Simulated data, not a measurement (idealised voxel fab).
process module | voxel self aligned vias
cross-section cut | 285 nm wide | cells 5 nm
A cross-section is a grid of square cells, given in bands from the top down. A band is one or more rows of cells.
Each band's line starts with the height of the band's top and of its bottom, in nm. Then come its materials from left to right, each with its width in nm. One material with "throughout" fills the band from edge to edge. "air" is empty space.
Height 0 is the level under which the wafer as received is all one material. The lowest band goes on downwards, as in "0 down".
A width such as "30 to 40" changes by the same amount from each row of cells to the next, from the band's top row to its bottom row.
"no change" after a step means that no cell of the cross-section changed.
closed voids: empty space of 8 cells or more with no open way to the top, each as width x height at its distance from the left edge, in nm
after a step's settings: what the simulator itself notes on the step
overlay nm, on a step with a mask: how far to the right of its planned place the mask lay; to the left if negative
plan
1 op RECEIVE | material Si
2 op CONFORMAL_DEP | material SiO2 | thk nm 15
3 op CONFORMAL_DEP | material SiCN | thk nm 5
4 op DIRECTIONAL_DEP | material lowk | thk nm 25
5 op PATTERN | tone open | mask id LINES | material resist | width nm 30 | pitch nm 70 | thk nm 20 | overlay nm 0
6 op DIRECTIONAL_ETCH | etch materials lowk | depth nm 25
7 op STRIP | etch materials resist
8 op CONFORMAL_DEP | material TiN | thk nm 5
9 op FILL_DEP | material Ru | thk nm 10
10 op CMP | height nm 45
11 op SELECTIVE_ETCH | etch materials W Ru TiN | depth nm 5
12 op FILL_DEP | material SiN | thk nm 10
13 op CMP | height nm 45
14 op DIRECTIONAL_DEP | material lowk | thk nm 20
15 op PATTERN | tone open | mask id VIAS | material resist | width nm 40 | pitch nm 70 | thk nm 15 | overlay nm 0
16 op DIRECTIONAL_ETCH | etch materials lowk | depth nm 20
17 op DIRECTIONAL_ETCH | etch materials SiN | depth nm 5
18 op STRIP | etch materials resist
19 op CONFORMAL_DEP | material TiN | thk nm 5
20 op FILL_DEP | material Cu | thk nm 10
21 op CMP | height nm 65
22 op CONFORMAL_DEP | material SiN | thk nm 5
as received, after step 1
  0 down: Si throughout
  closed voids: none
a wafer at the end: this start, this plan, one mistake
  70 to 65: SiN throughout
  65 to 50: lowk 85 | TiN 5 | Cu 30 | TiN 5 | lowk 30 | TiN 5 | Cu 30 | TiN 5 | lowk 90
  50 to 45: lowk 85 | TiN 40 | lowk 30 | TiN 40 | lowk 90
  45 to 40: SiCN throughout
  40 to 15: lowk throughout
  15 to 0: SiO2 throughout
  0 down: Si throughout
  closed voids: none
what went wrong: steps 3 and 4 were swapped
